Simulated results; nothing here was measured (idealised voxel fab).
process module | voxel wiring stack
cross-section cut | 205 nm wide | cells 5 nm
A cross-section is a grid of square cells, given in bands from the top down. A band is one or more rows of cells.
Each band's line starts with the height of the band's top and of its bottom, in nm. Then come its materials from left to right, each with its width in nm. One material with "throughout" fills the band from edge to edge. "air" is empty space.
Height 0 is the level under which the wafer as received is all one material. The lowest band goes on downwards, as in "0 down".
A width such as "30 to 40" changes by the same amount from each row of cells to the next, from the band's top row to its bottom row.
"no change" after a step means that no cell of the cross-section changed.
closed voids: empty space of 8 cells or more with no open way to the top, each as width x height at its distance from the left edge, in nm
after a step's settings: what the simulator itself notes on the step
overlay nm, on a step with a mask: how far to the right of its planned place the mask lay; to the left if negative
plan
1 op RECEIVE | material Si
2 op CONFORMAL_DEP | material SiO2 | thk nm 15
3 op CONFORMAL_DEP | material SiCN | thk nm 5
4 op DIRECTIONAL_DEP | material SiO2 | thk nm 25
5 op PATTERN | tone open | mask id METAL_1 | material resist | width nm 30 | pitch nm 45 | thk nm 15 | overlay nm 0
6 op DIRECTIONAL_ETCH | etch materials SiO2 | depth nm 25
7 op DIRECTIONAL_ETCH | etch materials SiCN | depth nm 5
8 op STRIP | etch materials resist
9 op CONFORMAL_DEP | material TiN | thk nm 5
10 op FILL_DEP | material Ru | thk nm 10
11 op CMP | height nm 45
12 op CONFORMAL_DEP | material SiCN | thk nm 5
13 op DIRECTIONAL_DEP | material lowk | thk nm 15
14 op DIRECTIONAL_DEP | material aC | thk nm 10
15 op PATTERN | tone open | mask id PLUG_1 | material resist | width nm 15 | pitch nm 45 | thk nm 25 | overlay nm 0
16 op DIRECTIONAL_ETCH | etch materials aC | depth nm 10
17 op STRIP | etch materials resist
18 op DIRECTIONAL_ETCH | etch materials lowk | depth nm 15
19 op DIRECTIONAL_ETCH | etch materials SiCN | depth nm 5
20 op STRIP | etch materials aC
21 op EPI | material Ru | thk nm 10
22 op EPI | material Ru | thk nm 10
23 op DIRECTIONAL_DEP | material TiN | thk nm 5
24 op DIRECTIONAL_DEP | material W | thk nm 15
25 op DIRECTIONAL_DEP | material aC | thk nm 15
26 op PATTERN | tone cover | mask id METAL_2 | material resist | width nm 30 | pitch nm 45 | thk nm 30 | overlay nm 0
27 op DIRECTIONAL_ETCH | etch materials aC | depth nm 15
28 op STRIP | etch materials resist
29 op DIRECTIONAL_ETCH | etch materials W | depth nm 15
30 op DIRECTIONAL_ETCH | etch materials TiN | depth nm 5
31 op STRIP | etch materials aC
32 op FILL_DEP | material SiO2 | thk nm 5
33 op CMP | height nm 85
34 op CONFORMAL_DEP | material SiCN | thk nm 5
35 op DIRECTIONAL_DEP | material lowk | thk nm 30
36 op PATTERN | tone open | mask id METAL_3 | material resist | width nm 30 | pitch nm 45 | thk nm 15 | overlay nm 0
37 op DIRECTIONAL_ETCH | etch materials lowk | depth nm 15
38 op STRIP | etch materials resist
39 op MASKED_ETCH | tone open | mask id METAL_3_HOLES | width nm 15 | etch materials lowk | depth nm 15 | overlay nm 0
40 op MASKED_ETCH | tone open | mask id METAL_3_HOLES | width nm 15 | etch materials SiCN | depth nm 5 | overlay nm 0
41 op CONFORMAL_DEP | material TiN | thk nm 5
42 op FILL_DEP | material Cu | thk nm 10
43 op CMP | height nm 120
44 op CONFORMAL_DEP | material SiCN | thk nm 5
45 op DIRECTIONAL_DEP | material lowk | thk nm 30
46 op DIRECTIONAL_DEP | material aC | thk nm 10
47 op PATTERN | tone open | mask id METAL_4 | material resist | width nm 30 | pitch nm 45 | thk nm 30 | overlay nm 0
48 op DIRECTIONAL_ETCH | etch materials aC | depth nm 10
49 op STRIP | etch materials resist
50 op DIRECTIONAL_ETCH | etch materials lowk | depth nm 15
51 op STRIP | etch materials aC
52 op DIRECTIONAL_DEP | material aC | thk nm 10
53 op PATTERN | tone open | mask id METAL_4_HOLES | material resist | width nm 15 | thk nm 30 | overlay nm 0
54 op DIRECTIONAL_ETCH | etch materials aC | depth nm 10
55 op STRIP | etch materials resist
56 op DIRECTIONAL_ETCH | etch materials lowk | depth nm 15
57 op DIRECTIONAL_ETCH | etch materials SiCN | depth nm 5
58 op STRIP | etch materials aC
59 op CONFORMAL_DEP | material TiN | thk nm 5
60 op FILL_DEP | material Cu | thk nm 10
61 op CMP | height nm 155
62 op CONFORMAL_DEP | material SiCN | thk nm 5
as received, after step 1
  0 down: Si throughout
  closed voids: none
a wafer at the end: this start, this plan, one mistake
  160 to 155: SiCN throughout
  155 to 145: lowk 65 | TiN 5 | Cu 20 | TiN 5 | lowk 15 | TiN 5 | Cu 20 | TiN 5 | lowk 65
  145 to 140: lowk 65 | TiN 5 | Cu 5 | TiN 20 | lowk 15 | TiN 30 | lowk 65
  140 to 125: lowk 65 | TiN 5 | Cu 5 | TiN 5 | lowk 125
  125 to 120: SiCN 65 | TiN 15 | SiCN 125
  120 to 110: lowk 65 | TiN 5 | Cu 20 | TiN 5 | lowk 15 | TiN 5 | Cu 20 | TiN 5 | lowk 65
  110 to 105: lowk 65 | TiN 5 | Cu 5 | TiN 20 | lowk 15 | TiN 30 | lowk 65
  105 to 90: lowk 65 | TiN 5 | Cu 5 | TiN 5 | lowk 125
  90 to 85: SiCN 65 | TiN 15 | SiCN 125
  85 to 70: SiO2 70 | W 20 | SiO2 25 | W 20 | SiO2 70
  70 to 65: SiO2 70 | TiN 20 | SiO2 25 | TiN 20 | SiO2 70
  65 to 50: lowk 65 | Ru 15 | lowk 30 | Ru 15 | lowk 80
  50 to 45: SiCN 65 | Ru 15 | SiCN 30 | Ru 15 | SiCN 80
  45 to 20: SiO2 65 | TiN 5 | Ru 20 | TiN 5 | SiO2 15 | TiN 5 | Ru 20 | TiN 5 | SiO2 65
  20 to 15: SiCN 65 | TiN 30 | SiCN 15 | TiN 30 | SiCN 65
  15 to 0: SiO2 throughout
  0 down: Si throughout
  closed voids: none
what went wrong: step 26 ran as: op PATTERN | tone cover | mask id METAL_2 | material resist | width nm 20 | pitch nm 45 | thk nm 30 | overlay nm 0
